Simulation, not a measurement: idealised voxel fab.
The document below concerns the process module designated voxel local oxidation.
Shown is cross-section cut, with a width of 300 nm and square cells of size 5 nm.
Cross-section spec: square-cell grid; bands listed top down; each band is one or more rows. It is stipulated that each band's entry specify, in nanometres, the height of the top of the band and then that of its bottom, followed by the materials of the band in left-to-right sequence, each together with its width in nanometres. A single material marked by the word "all across" is understood to fill the band from edge to edge; the word "air" is understood to denote empty space. Basically, 0 is our baseline, since under it the wafer straight out of the box is all one material. The bottom band has no lower end and keeps on going down, so it looks like "from 0 down". Think of "30 to 40" as a width that walks from the first number to the second as you go down the band, top row to bottom row, taking equal-sized steps from row to row. "all unchanged" (step): cross-section cells unchanged, all of them. For the entry "Enclosed void listing", the listed items are empty spaces with no open way to the top whose size is 8 cells or more; each item follows the pattern width x height at distance, where distance is from the left edge and all three are in nm. Formally, on a step line, whatever follows the settings is a remark that the simulator itself makes on the step. "overlay nm" on a masked step: distance the mask lay right of its planned place, negative for left. Guide to the pairs. Each holds a before and an after cross-section around one process step; the after cross-section is cut off at the lowest band that changed. Look under the pair for the step between them and its settings. Pairs can come from different runs of this module on the same starting wafer, so a pair follows on from the one above it only where its entry headed "Ex-ante state" says it does.
Ex-ante state:
- from 0 down  Si all across
- Enclosed void listing: none
Post-Step Snapshot:
- from 5 to 0  SiO2 all across
- Below 0, the layers are the same as they were.
- Enclosed void listing: none
The cross-sections above show the structure before and after this step: CONFORMAL_DEP (material SiO2; thk nm 5)
Ex-ante state: this step begins from the cross-section that the pair just above shows after its step.
Post-Step Snapshot:
- from 20 to 5  SiN all across
- Below 5, the layers are the same as they were.
- Enclosed void listing: none
The cross-sections above show the structure before and after this step: CONFORMAL_DEP (material SiN; thk nm 15)
Ex-ante state: this step begins from the cross-section that the pair just above shows after its step.
Post-Step Snapshot:
- from 40 to 20  air 95, then resist 105, then air 100
- Below 20, the layers are the same as they were.
- Enclosed void listing: none
The cross-sections above show the structure before and after this step: PATTERN (tone cover; mask id ACTIVE; material resist; width nm 105; thk nm 20; overlay nm 0)
Ex-ante state: this step begins from the cross-section that the pair just above shows after its step.
Post-Step Snapshot:
- from 40 to 20  air 95, then resist 105, then air 100
- from 20 to 5  air 95, then SiN 105, then air 100
- Below 5, the layers are the same as they were.
- Enclosed void listing: none
The cross-sections above show the structure before and after this step: DIRECTIONAL_ETCH (etch materials SiN; depth nm 15)
Ex-ante state: this step begins from the cross-section that the pair just above shows after its step.
Post-Step Snapshot:
- from 20 to 5  air 95, then SiN 105, then air 100
- Below 5, the layers are the same as they were.
- Enclosed void listing: none
The cross-sections above show the structure before and after this step: STRIP (etch materials resist)
Ex-ante state: this step begins from the cross-section that the pair just above shows after its step.
Post-Step Snapshot:
- from 20 to 5  air 95, then SiN 105, then air 100
- from 5 to 0  air 100, then SiO2 95, then air 105
- Below 0, the layers are the same as they were.
- Enclosed void listing: none
The cross-sections above show the structure before and after this step: SELECTIVE_ETCH (etch materials SiO2; depth nm 5)
Ex-ante state: this step begins from the cross-section that the pair just above shows after its step.
Post-Step Snapshot:
- from 20 to 5  air 95, then SiN 105, then air 100
- from 5 to 0  air 100, then SiO2 95, then air 105
- from 0 to -10  SiO2 110, then Si 75, then SiO2 115
- Below -10, the layers are the same as they were.
- Enclosed void listing: none
The cross-sections above show the structure before and after this step: OXIDIZE (depth nm 10)
Ex-ante state: this step begins from the cross-section that the pair just above shows after its step.
Post-Step Snapshot:
- from 5 to 0  air 100, then SiO2 95, then air 105
- Below 0, the layers are the same as they were.
- Enclosed void listing: none
The cross-sections above show the structure before and after this step: STRIP (etch materials SiN)
Ex-ante state:
- from 20 to 5  air 95, then SiN 105, then air 100
- from 5 to 0  air 100, then SiO2 95, then air 105
- from 0 down  Si all across
- Enclosed void listing: none
Post-Step Snapshot:
- from 5 to 0  air 100, then SiO2 95, then air 105
- Below 0, the layers are the same as they were.
- Enclosed void listing: none
The cross-sections above show the structure before and after this step: STRIP (etch materials SiN)
Ex-ante state: this step begins from the cross-section that the pair just above shows after its step.
Post-Step Snapshot:
- from 5 to 0  air 100, then SiO2 95, then air 105
- from 0 to -10  SiO2 110, then Si 75, then SiO2 115
- Below -10, the layers are the same as they were.
- Enclosed void listing: none
The cross-sections above show the structure before and after this step: OXIDIZE (depth nm 10)
Ex-ante state:
- from 20 to 5  air 95, then SiN 105, then air 100
- from 5 to 0  air 100, then SiO2 95, then air 105
- from 0 down  Si all across
- Enclosed void listing: none
Post-Step Snapshot:
- from 20 to 5  air 95, then SiN 105, then air 100
- from 5 to 0  air 100, then SiO2 95, then air 105
- from 0 to -15  SiO2 115, then Si 65, then SiO2 120
- Below -15, the layers are the same as they were.
- Enclosed void listing: none
The cross-sections above show the structure before and after this step: OXIDIZE (depth nm 15)
Ex-ante state: this step begins from the cross-section that the pair just above shows after its step.
Post-Step Snapshot:
- from 5 to 0  air 100, then SiO2 95, then air 105
- Below 0, the layers are the same as they were.
- Enclosed void listing: none
The cross-sections above show the structure before and after this step: STRIP (etch materials SiN)
Ex-ante state:
- from 20 to 5  SiN all across
- from 5 to 0  SiO2 all across
- from 0 down  Si all across
- Enclosed void listing: none
Post-Step Snapshot:
- from 40 to 20  air 100, then resist 100, then air 100
- Below 20, the layers are the same as they were.
- Enclosed void listing: none
The cross-sections above show the structure before and after this step: PATTERN (tone cover; mask id ACTIVE; material resist; width nm 100; thk nm 20; overlay nm 0)
Ex-ante state: this step begins from the cross-section that the pair just above shows after its step.
Post-Step Snapshot:
- from 40 to 20  air 100, then resist 100, then air 100
- from 20 to 5  air 100, then SiN 100, then air 100
- Below 5, the layers are the same as they were.
- Enclosed void listing: none
The cross-sections above show the structure before and after this step: DIRECTIONAL_ETCH (etch materials SiN; depth nm 15)
Ex-ante state: this step begins from the cross-section that the pair just above shows after its step.
Post-Step Snapshot:
- from 20 to 5  air 100, then SiN 100, then air 100
- Below 5, the layers are the same as they were.
- Enclosed void listing: none
The cross-sections above show the structure before and after this step: STRIP (etch materials resist)
Ex-ante state: this step begins from the cross-section that the pair just above shows after its step.
Post-Step Snapshot:
- from 20 to 5  air 100, then SiN 100, then air 100
- from 5 to 0  air 105, then SiO2 90, then air 105
- Below 0, the layers are the same as they were.
- Enclosed void listing: none
The cross-sections above show the structure before and after this step: SELECTIVE_ETCH (etch materials SiO2; depth nm 5)
Ex-ante state: this step begins from the cross-section that the pair just above shows after its step.
Post-Step Snapshot:
- from 20 to 5  air 100, then SiN 100, then air 100
- from 5 to 0  air 105, then SiO2 90, then air 105
- from 0 to -10  SiO2 115, then Si 70, then SiO2 115
- Below -10, the layers are the same as they were.
- Enclosed void listing: none
The cross-sections above show the structure before and after this step: OXIDIZE (depth nm 10)
Ex-ante state: this step begins from the cross-section that the pair just above shows after its step.
Post-Step Snapshot:
- from 5 to 0  air 105, then SiO2 90, then air 105
- Below 0, the layers are the same as they were.
- Enclosed void listing: none
The cross-sections above show the structure before and after this step: STRIP (etch materials SiN)
Ex-ante state:
- from 20 to 5  SiN all across
- from 5 to 0  SiO2 all across
- from 0 down  Si all across
- Enclosed void listing: none
Post-Step Snapshot:
- from 40 to 20  air 100, then resist 105, then air 95
- Below 20, the layers are the same as they were.
- Enclosed void listing: none
The cross-sections above show the structure before and after this step: PATTERN (tone cover; mask id ACTIVE; material resist; width nm 105; thk nm 20; overlay nm 5)
Ex-ante state: this step begins from the cross-section that the pair just above shows after its step.
Post-Step Snapshot:
- from 40 to 20  air 100, then resist 105, then air 95
- from 20 to 5  air 100, then SiN 105, then air 95
- Below 5, the layers are the same as they were.
- Enclosed void listing: none
The cross-sections above show the structure before and after this step: DIRECTIONAL_ETCH (etch materials SiN; depth nm 15)
Ex-ante state: this step begins from the cross-section that the pair just above shows after its step.
Post-Step Snapshot:
- from 20 to 5  air 100, then SiN 105, then air 95
- Below 5, the layers are the same as they were.
- Enclosed void listing: none
The cross-sections above show the structure before and after this step: STRIP (etch materials resist)
Ex-ante state: this step begins from the cross-section that the pair just above shows after its step.
Post-Step Snapshot:
- from 20 to 5  air 100, then SiN 105, then air 95
- from 5 to 0  air 105, then SiO2 95, then air 100
- Below 0, the layers are the same as they were.
- Enclosed void listing: none
The cross-sections above show the structure before and after this step: SELECTIVE_ETCH (etch materials SiO2; depth nm 5)
Ex-ante state: this step begins from the cross-section that the pair just above shows after its step.
Post-Step Snapshot:
- from 20 to 5  air 100, then SiN 105, then air 95
- from 5 to 0  air 105, then SiO2 95, then air 100
- from 0 to -10  SiO2 115, then Si 75, then SiO2 110
- Below -10, the layers are the same as they were.
- Enclosed void listing: none
The cross-sections above show the structure before and after this step: OXIDIZE (depth nm 10)
Ex-ante state: this step begins from the cross-section that the pair just above shows after its step.
Post-Step Snapshot:
- from 5 to 0  air 105, then SiO2 95, then air 100
- Below 0, the layers are the same as they were.
- Enclosed void listing: none
The cross-sections above show the structure before and after this step: STRIP (etch materials SiN)
Ex-ante state:
- from 20 to 5  air 95, then SiN 105, then air 100
- from 5 to 0  air 100, then SiO2 95, then air 105
- from 0 to -10  SiO2 110, then Si 75, then SiO2 115
- from -10 down  Si all across
- Enclosed void listing: none
Post-Step Snapshot:
- from 0 to -10  air 110, then Si 75, then air 115
- Below -10, the layers are the same as they were.
- Enclosed void listing: none
The cross-sections above show the structure before and after this step: STRIP (etch materials SiO2)
Ex-ante state:
- from 20 to 5  SiN all across
- from 5 to 0  SiO2 all across
- from 0 down  Si all across
- Enclosed void listing: none
Post-Step Snapshot:
- from 40 to 20  resist 95, then air 105, then resist 100
- Below 20, the layers are the same as they were.
- Enclosed void listing: none
The cross-sections above show the structure before and after this step: PATTERN (tone open; mask id ACTIVE; material resist; width nm 105; thk nm 20; overlay nm 0)
Ex-ante state: this step begins from the cross-section that the pair just above shows after its step.
Post-Step Snapshot:
- from 40 to 20  resist 95, then air 105, then resist 100
- from 20 to 5  SiN 95, then air 105, then SiN 100
- Below 5, the layers are the same as they were.
- Enclosed void listing: none
The cross-sections above show the structure before and after this step: DIRECTIONAL_ETCH (etch materials SiN; depth nm 15)
Ex-ante state: this step begins from the cross-section that the pair just above shows after its step.
Post-Step Snapshot:
- from 20 to 5  SiN 95, then air 105, then SiN 100
- Below 5, the layers are the same as they were.
- Enclosed void listing: none
The cross-sections above show the structure before and after this step: STRIP (etch materials resist)
Ex-ante state: this step begins from the cross-section that the pair just above shows after its step.
Post-Step Snapshot:
- from 20 to 5  SiN 95, then air 105, then SiN 100
- from 5 to 0  SiO2 90, then air 115, then SiO2 95
- Below 0, the layers are the same as they were.
- Enclosed void listing: none
The cross-sections above show the structure before and after this step: SELECTIVE_ETCH (etch materials SiO2; depth nm 5)
Ex-ante state: this step begins from the cross-section that the pair just above shows after its step.
Post-Step Snapshot:
- from 20 to 5  SiN 95, then air 105, then SiN 100
- from 5 to 0  SiO2 90, then air 115, then SiO2 95
- from 0 to -10  Si 80, then SiO2 135, then Si 85
- Below -10, the layers are the same as they were.
- Enclosed void listing: none
The cross-sections above show the structure before and after this step: OXIDIZE (depth nm 10)
Ex-ante state: this step begins from the cross-section that the pair just above shows after its step.
Post-Step Snapshot:
- from 5 to 0  SiO2 90, then air 115, then SiO2 95
- Below 0, the layers are the same as they were.
- Enclosed void listing: none
The cross-sections above show the structure before and after this step: STRIP (etch materials SiN)
